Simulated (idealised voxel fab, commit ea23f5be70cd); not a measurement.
process module | voxel ribs on slabs
cross-section cut | 220 nm wide | cells 5 nm
A cross-section is a grid of square cells, given in bands from the top down. A band is one or more rows of cells.
Each band's line starts with the height of the band's top and of its bottom, in nm. Then come its materials from left to right, each with its width in nm. One material with "throughout" fills the band from edge to edge. "air" is empty space.
Height 0 is the level under which the wafer as received is all one material. The lowest band goes on downwards, as in "0 down".
A width such as "30 to 40" changes by the same amount from each row of cells to the next, from the band's top row to its bottom row.
"no change" after a step means that no cell of the cross-section changed.
closed voids: empty space of 8 cells or more with no open way to the top, each as width x height at its distance from the left edge, in nm
after a step's settings: what the simulator itself notes on the step
overlay nm, on a step with a mask: how far to the right of its planned place the mask lay; to the left if negative
plan
1 op RECEIVE | material Si
2 op DIRECTIONAL_DEP | material SiO2 | thk nm 30
3 op DIRECTIONAL_DEP | material SiN | thk nm 15
4 op MASKED_ETCH | tone cover | mask id RIB | width nm 15 | etch materials SiN | depth nm 10 | overlay nm 0
5 op PATTERN | tone cover | mask id SLAB | material resist | width nm 55 | thk nm 20 | overlay nm 0
6 op DIRECTIONAL_ETCH | etch materials SiN | depth nm 5
7 op STRIP | etch materials resist
8 op FILL_DEP | material SiO2 | thk nm 25
9 op CMP | height nm 60
10 op DIRECTIONAL_DEP | material TiN | thk nm 5
11 op DIRECTIONAL_DEP | material aC | thk nm 15
12 op PATTERN | tone cover | mask id HEATER | material resist | width nm 25 | thk nm 35 | overlay nm 0
13 op DIRECTIONAL_ETCH | etch materials aC | depth nm 15
14 op STRIP | etch materials resist
15 op DIRECTIONAL_ETCH | etch materials TiN | depth nm 5
16 op STRIP | etch materials aC
17 op CONFORMAL_DEP | material SiO2 | thk nm 5
as received, after step 1
  0 down: Si throughout
  closed voids: none
a wafer at the end: this start, this plan, one mistake
  70 to 65: air 90 | SiO2 35 | air 95
  65 to 60: SiO2 95 | TiN 25 | SiO2 100
  60 to 45: SiO2 throughout
  45 to 40: SiO2 80 | SiN 20 | SiO2 15 | SiN 20 | SiO2 85
  40 to 35: SiN 100 | SiO2 15 | SiN 105
  35 to 30: SiN throughout
  30 to 0: SiO2 throughout
  0 down: Si throughout
  closed voids: none
what went wrong: step 4 ran as: op MASKED_ETCH | tone open | mask id RIB | width nm 15 | etch materials SiN | depth nm 10 | overlay nm 0
